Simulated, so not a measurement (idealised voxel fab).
Title: Process Module voxel wiring stack
The figure presents cross-section cut, which has a width of 225 nm and is divided into square cells with an edge length of 5 nm.
Cross-section, as written here: a square-cell grid given band by band from the top down, where a band holds one or more rows of cells.
Top height, bottom height, nm. Materials left to right, width each, nm. Single material + "full width" = fills band edge to edge. "air" = empty.
We count height from 0. Below that, the starting wafer is all one material. The lowest band never ends at the bottom but goes on down; see "0..down" for how that is written.
Width: "30..40" (first number = top row, second number = bottom row, same change from row to row of cells).
"everything unchanged" for a step: no cell of the cross-section changed in that step.
Each empty space that has no open way to the top and spans at least 8 cells appears under "Closed internal voids" as width x height at distance, the distance counted from the left edge, all in nm.
That trailing text on a step's line, after the settings, is the simulator's own remark on the step.
overlay nm: right-of-plan distance of the mask on a masked step; negative values mean left-of-plan.
Intended process steps
1,RECEIVE, material Si
2,CONFORMAL_DEP, material SiO2, thk nm 15
3,CONFORMAL_DEP, material SiCN, thk nm 5
4,DIRECTIONAL_DEP, material SiO2, thk nm 25
5,PATTERN, tone open, mask id METAL_1, material resist, width nm 25, pitch nm 45, thk nm 15, overlay nm 0
6,DIRECTIONAL_ETCH, etch materials SiO2, depth nm 25
7,DIRECTIONAL_ETCH, etch materials SiCN, depth nm 5
8,STRIP, etch materials resist
9,CONFORMAL_DEP, material TiN, thk nm 5
10,FILL_DEP, material W, thk nm 5
11,CMP, height nm 45
12,CONFORMAL_DEP, material SiCN, thk nm 5
13,DIRECTIONAL_DEP, material lowk, thk nm 25
14,PATTERN, tone open, mask id METAL_2, material resist, width nm 25, pitch nm 45, thk nm 15, overlay nm 0
15,DIRECTIONAL_ETCH, etch materials lowk, depth nm 15
16,STRIP, etch materials resist
17,PATTERN, tone open, mask id METAL_2_HOLES, material resist, width nm 15, pitch nm 45, thk nm 15, overlay nm 0
18,DIRECTIONAL_ETCH, etch materials lowk, depth nm 10
19,DIRECTIONAL_ETCH, etch materials SiCN, depth nm 5
20,STRIP, etch materials resist
21,CONFORMAL_DEP, material TiN, thk nm 5
22,FILL_DEP, material Cu, thk nm 5
23,CMP, height nm 75
24,CONFORMAL_DEP, material SiCN, thk nm 5
25,DIRECTIONAL_DEP, material SiO2, thk nm 15
26,PATTERN, tone open, mask id PLUG_2, material resist, width nm 15, pitch nm 90, thk nm 15, overlay nm -15
27,DIRECTIONAL_ETCH, etch materials SiO2, depth nm 15
28,DIRECTIONAL_ETCH, etch materials SiCN, depth nm 5
29,STRIP, etch materials resist
30,CONFORMAL_DEP, material TiN, thk nm 5
31,FILL_DEP, material Cu, thk nm 5
32,CMP, height nm 95
33,DIRECTIONAL_DEP, material TiN, thk nm 5
34,DIRECTIONAL_DEP, material W, thk nm 20
35,DIRECTIONAL_DEP, material aC, thk nm 10
36,PATTERN, tone cover, mask id METAL_3, material resist, width nm 25, pitch nm 45, thk nm 25, overlay nm 0
37,DIRECTIONAL_ETCH, etch materials aC, depth nm 10
38,STRIP, etch materials resist
39,DIRECTIONAL_ETCH, etch materials W, depth nm 20
40,DIRECTIONAL_ETCH, etch materials TiN, depth nm 5
41,STRIP, etch materials aC
42,CONFORMAL_DEP, material SiCN, thk nm 5
43,FILL_DEP, material SiO2, thk nm 10
44,CMP, height nm 120
45,CONFORMAL_DEP, material SiCN, thk nm 5
46,DIRECTIONAL_DEP, material lowk, thk nm 25
47,PATTERN, tone open, mask id METAL_4, material resist, width nm 25, pitch nm 45, thk nm 15, overlay nm 0
48,DIRECTIONAL_ETCH, etch materials lowk, depth nm 15
49,STRIP, etch materials resist
50,DIRECTIONAL_DEP, material aC, thk nm 10
51,PATTERN, tone open, mask id METAL_4_HOLES, material resist, width nm 15, pitch nm 45, thk nm 30, overlay nm 0
52,DIRECTIONAL_ETCH, etch materials aC, depth nm 10
53,STRIP, etch materials resist
54,DIRECTIONAL_ETCH, etch materials lowk, depth nm 10
55,DIRECTIONAL_ETCH, etch materials SiCN, depth nm 5
56,STRIP, etch materials aC
57,CONFORMAL_DEP, material TiN, thk nm 5
58,FILL_DEP, material Ru, thk nm 10
59,CMP, height nm 150
60,CONFORMAL_DEP, material SiCN, thk nm 5
Keep in mind the plan's value for the overlay nm of step 26 comes from the first wafer; the wafers don't share that setting, but they do share the same starting point.
The first of several wafers as received, shown in cross-section; this is its state after step 1
> 0..down: Si full width
> Closed internal voids: none
Quick look at the cross-section of the first of several wafers after step 60, which wraps up the module
> 155..150: SiCN full width
> 150..140: 30 of lowk, then 5 of TiN, then 15 of Ru, then 5 of TiN, then 20 of lowk, then 5 of TiN, then 15 of Ru, then 5 of TiN, then 20 of lowk, then 5 of TiN, then 15 of Ru, then 5 of TiN, then 20 of lowk, then 5 of TiN, then 15 of Ru, then 5 of TiN, then 35 of lowk
> 140..135: 30 of lowk, then 5 of TiN, then 5 of Ru, then 15 of TiN, then 20 of lowk, then 5 of TiN, then 5 of Ru, then 15 of TiN, then 20 of lowk, then 5 of TiN, then 5 of Ru, then 15 of TiN, then 20 of lowk, then 5 of TiN, then 5 of Ru, then 15 of TiN, then 35 of lowk
> 135..125: 30 of lowk, then 5 of TiN, then 5 of Ru, then 5 of TiN, then 30 of lowk, then 5 of TiN, then 5 of Ru, then 5 of TiN, then 30 of lowk, then 5 of TiN, then 5 of Ru, then 5 of TiN, then 30 of lowk, then 5 of TiN, then 5 of Ru, then 5 of TiN, then 45 of lowk
> 125..120: 30 of SiCN, then 15 of TiN, then 30 of SiCN, then 15 of TiN, then 30 of SiCN, then 15 of TiN, then 30 of SiCN, then 15 of TiN, then 45 of SiCN
> 120..100: 25 of SiO2, then 5 of SiCN, then 25 of W, then 5 of SiCN, then 10 of SiO2, then 5 of SiCN, then 25 of W, then 5 of SiCN, then 10 of SiO2, then 5 of SiCN, then 25 of W, then 5 of SiCN, then 10 of SiO2, then 5 of SiCN, then 25 of W, then 5 of SiCN, then 30 of SiO2
> 100..95: 30 of SiCN, then 25 of TiN, then 20 of SiCN, then 25 of TiN, then 20 of SiCN, then 25 of TiN, then 20 of SiCN, then 25 of TiN, then 35 of SiCN
> 95..80: 15 of SiO2, then 5 of TiN, then 5 of Cu, then 5 of TiN, then 75 of SiO2, then 5 of TiN, then 5 of Cu, then 5 of TiN, then 105 of SiO2
> 80..75: 15 of SiCN, then 15 of TiN, then 75 of SiCN, then 15 of TiN, then 105 of SiCN
> 75..65: 30 of lowk, then 5 of TiN, then 15 of Cu, then 5 of TiN, then 20 of lowk, then 5 of TiN, then 15 of Cu, then 5 of TiN, then 20 of lowk, then 5 of TiN, then 15 of Cu, then 5 of TiN, then 20 of lowk, then 5 of TiN, then 15 of Cu, then 5 of TiN, then 35 of lowk
> 65..60: 30 of lowk, then 5 of TiN, then 5 of Cu, then 15 of TiN, then 20 of lowk, then 5 of TiN, then 5 of Cu, then 15 of TiN, then 20 of lowk, then 5 of TiN, then 5 of Cu, then 15 of TiN, then 20 of lowk, then 5 of TiN, then 5 of Cu, then 15 of TiN, then 35 of lowk
> 60..50: 30 of lowk, then 5 of TiN, then 5 of Cu, then 5 of TiN, then 30 of lowk, then 5 of TiN, then 5 of Cu, then 5 of TiN, then 30 of lowk, then 5 of TiN, then 5 of Cu, then 5 of TiN, then 30 of lowk, then 5 of TiN, then 5 of Cu, then 5 of TiN, then 45 of lowk
> 50..45: 30 of SiCN, then 15 of TiN, then 30 of SiCN, then 15 of TiN, then 30 of SiCN, then 15 of TiN, then 30 of SiCN, then 15 of TiN, then 45 of SiCN
> 45..20: 30 of SiO2, then 5 of TiN, then 15 of W, then 5 of TiN, then 20 of SiO2, then 5 of TiN, then 15 of W, then 5 of TiN, then 20 of SiO2, then 5 of TiN, then 15 of W, then 5 of TiN, then 20 of SiO2, then 5 of TiN, then 15 of W, then 5 of TiN, then 35 of SiO2
> 20..15: 30 of SiCN, then 25 of TiN, then 20 of SiCN, then 25 of TiN, then 20 of SiCN, then 25 of TiN, then 20 of SiCN, then 25 of TiN, then 35 of SiCN
> 15..0: SiO2 full width
> 0..down: Si full width
> Closed internal voids: none
Of the several wafers, the last: cross-section at the end of the module
> 155..150: SiCN full width
> 150..140: 30 of lowk, then 5 of TiN, then 15 of Ru, then 5 of TiN, then 20 of lowk, then 5 of TiN, then 15 of Ru, then 5 of TiN, then 20 of lowk, then 5 of TiN, then 15 of Ru, then 5 of TiN, then 20 of lowk, then 5 of TiN, then 15 of Ru, then 5 of TiN, then 35 of lowk
> 140..135: 30 of lowk, then 5 of TiN, then 5 of Ru, then 15 of TiN, then 20 of lowk, then 5 of TiN, then 5 of Ru, then 15 of TiN, then 20 of lowk, then 5 of TiN, then 5 of Ru, then 15 of TiN, then 20 of lowk, then 5 of TiN, then 5 of Ru, then 15 of TiN, then 35 of lowk
> 135..125: 30 of lowk, then 5 of TiN, then 5 of Ru, then 5 of TiN, then 30 of lowk, then 5 of TiN, then 5 of Ru, then 5 of TiN, then 30 of lowk, then 5 of TiN, then 5 of Ru, then 5 of TiN, then 30 of lowk, then 5 of TiN, then 5 of Ru, then 5 of TiN, then 45 of lowk
> 125..120: 30 of SiCN, then 15 of TiN, then 30 of SiCN, then 15 of TiN, then 30 of SiCN, then 15 of TiN, then 30 of SiCN, then 15 of TiN, then 45 of SiCN
> 120..100: 25 of SiO2, then 5 of SiCN, then 25 of W, then 5 of SiCN, then 10 of SiO2, then 5 of SiCN, then 25 of W, then 5 of SiCN, then 10 of SiO2, then 5 of SiCN, then 25 of W, then 5 of SiCN, then 10 of SiO2, then 5 of SiCN, then 25 of W, then 5 of SiCN, then 30 of SiO2
> 100..95: 30 of SiCN, then 25 of TiN, then 20 of SiCN, then 25 of TiN, then 20 of SiCN, then 25 of TiN, then 20 of SiCN, then 25 of TiN, then 35 of SiCN
> 95..80: 45 of SiO2, then 5 of TiN, then 5 of Cu, then 5 of TiN, then 75 of SiO2, then 5 of TiN, then 5 of Cu, then 5 of TiN, then 75 of SiO2
> 80..75: 45 of SiCN, then 15 of TiN, then 75 of SiCN, then 15 of TiN, then 75 of SiCN
> 75..65: 30 of lowk, then 5 of TiN, then 15 of Cu, then 5 of TiN, then 20 of lowk, then 5 of TiN, then 15 of Cu, then 5 of TiN, then 20 of lowk, then 5 of TiN, then 15 of Cu, then 5 of TiN, then 20 of lowk, then 5 of TiN, then 15 of Cu, then 5 of TiN, then 35 of lowk
> 65..60: 30 of lowk, then 5 of TiN, then 5 of Cu, then 15 of TiN, then 20 of lowk, then 5 of TiN, then 5 of Cu, then 15 of TiN, then 20 of lowk, then 5 of TiN, then 5 of Cu, then 15 of TiN, then 20 of lowk, then 5 of TiN, then 5 of Cu, then 15 of TiN, then 35 of lowk
> 60..50: 30 of lowk, then 5 of TiN, then 5 of Cu, then 5 of TiN, then 30 of lowk, then 5 of TiN, then 5 of Cu, then 5 of TiN, then 30 of lowk, then 5 of TiN, then 5 of Cu, then 5 of TiN, then 30 of lowk, then 5 of TiN, then 5 of Cu, then 5 of TiN, then 45 of lowk
> 50..45: 30 of SiCN, then 15 of TiN, then 30 of SiCN, then 15 of TiN, then 30 of SiCN, then 15 of TiN, then 30 of SiCN, then 15 of TiN, then 45 of SiCN
> 45..20: 30 of SiO2, then 5 of TiN, then 15 of W, then 5 of TiN, then 20 of SiO2, then 5 of TiN, then 15 of W, then 5 of TiN, then 20 of SiO2, then 5 of TiN, then 15 of W, then 5 of TiN, then 20 of SiO2, then 5 of TiN, then 15 of W, then 5 of TiN, then 35 of SiO2
> 20..15: 30 of SiCN, then 25 of TiN, then 20 of SiCN, then 25 of TiN, then 20 of SiCN, then 25 of TiN, then 20 of SiCN, then 25 of TiN, then 35 of SiCN
> 15..0: SiO2 full width
> 0..down: Si full width
> Closed internal voids: none
Tabulated below, wafer by wafer, are the end-of-module results: for each material, the number of cells gained (+) or lost (-) relative to the as-received state, followed by the closed voids
overlay nm -15; +42 Cu; +36 Ru; +232 SiCN; +445 SiO2; +218 TiN; +140 W; +282 lowk; Closed internal voids: none
overlay nm -10; +42 Cu; +36 Ru; +232 SiCN; +445 SiO2; +218 TiN; +140 W; +282 lowk; Closed internal voids: none
overlay nm -5; +42 Cu; +36 Ru; +232 SiCN; +445 SiO2; +218 TiN; +140 W; +282 lowk; Closed internal voids: none
overlay nm 0; +42 Cu; +36 Ru; +232 SiCN; +445 SiO2; +218 TiN; +140 W; +282 lowk; Closed internal voids: none
overlay nm 5; +42 Cu; +36 Ru; +232 SiCN; +445 SiO2; +218 TiN; +140 W; +282 lowk; Closed internal voids: none
overlay nm 10; +42 Cu; +36 Ru; +232 SiCN; +445 SiO2; +218 TiN; +140 W; +282 lowk; Closed internal voids: none
overlay nm 15; +42 Cu; +36 Ru; +232 SiCN; +445 SiO2; +218 TiN; +140 W; +282 lowk; Closed internal voids: none
